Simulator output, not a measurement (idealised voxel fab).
You're looking at the process module voxel ribs on slabs.
In the cross-section labelled cut, the width is 155 nm and each square cell is 5 nm.
Cross-section layout: square cells on a grid; listed as bands, top to bottom; a band spans one or more cell rows. Per band: top height and bottom height in nm, followed by the left-to-right materials and their widths in nm; "everywhere" marks a single material spanning edge to edge, "empty" marks empty space. Basically, 0 is our baseline, since under it the wafer straight out of the box is all one material. The bottom band has no lower end and keeps on going down, so it looks like "from 0 down". The width entry "30 to 40" should be interpreted row by row: the top row of cells in the band takes the first number, the bottom row takes the second number, and the change between adjacent rows is uniform throughout. Given "no modifications" for a step, no cell of the cross-section differs between before and after that step. "Voids, sealed": empty spaces of 8 cells or more with no open way to the top, each given as width x height at distance, distance from the left edge, all in nm. On a step's line, text after the settings is the simulator commenting on that step. Among the settings permitted on a step's line is "overlay nm"; applied to a step with a mask, it specifies the extent to which the mask lay to the right of its planned position, whereas a negative figure signifies a position to the left.
Process steps (planned)
step 1: RECEIVE,material Si
step 2: DIRECTIONAL_DEP,material SiO2,thk nm 30
step 3: DIRECTIONAL_DEP,material polySi,thk nm 15
step 4: MASKED_ETCH,tone cover,mask id RIB,width nm 20,etch materials polySi,depth nm 5,overlay nm 0
step 5: MASKED_ETCH,tone cover,mask id SLAB,width nm 50,etch materials polySi,depth nm 10,overlay nm 0
step 6: FILL_DEP,material SiO2,thk nm 25
step 7: CMP,height nm 60
step 8: DIRECTIONAL_DEP,material TiN,thk nm 5
step 9: PATTERN,tone cover,mask id HEATER,material resist,width nm 30,thk nm 20,overlay nm 0
step 10: DIRECTIONAL_ETCH,etch materials TiN,depth nm 5
step 11: STRIP,etch materials resist
step 12: CONFORMAL_DEP,material SiO2,thk nm 10
Cross-section of the wafer upon arrival, representing the state reached after step 1
  from 0 down = Si everywhere
  Voids, sealed: none
Final cross-section, module run with one mistake (start and plan as above)
  from 65 to 60 = 60 of empty  30 of TiN  65 of empty
  from 60 to 45 = SiO2 everywhere
  from 45 to 40 = 65 of SiO2  20 of polySi  70 of SiO2
  from 40 to 30 = 50 of SiO2  50 of polySi  55 of SiO2
  from 30 to 0 = SiO2 everywhere
  from 0 down = Si everywhere
  Voids, sealed: none
What broke from the plan during processing? plan step 12: skipped, not run
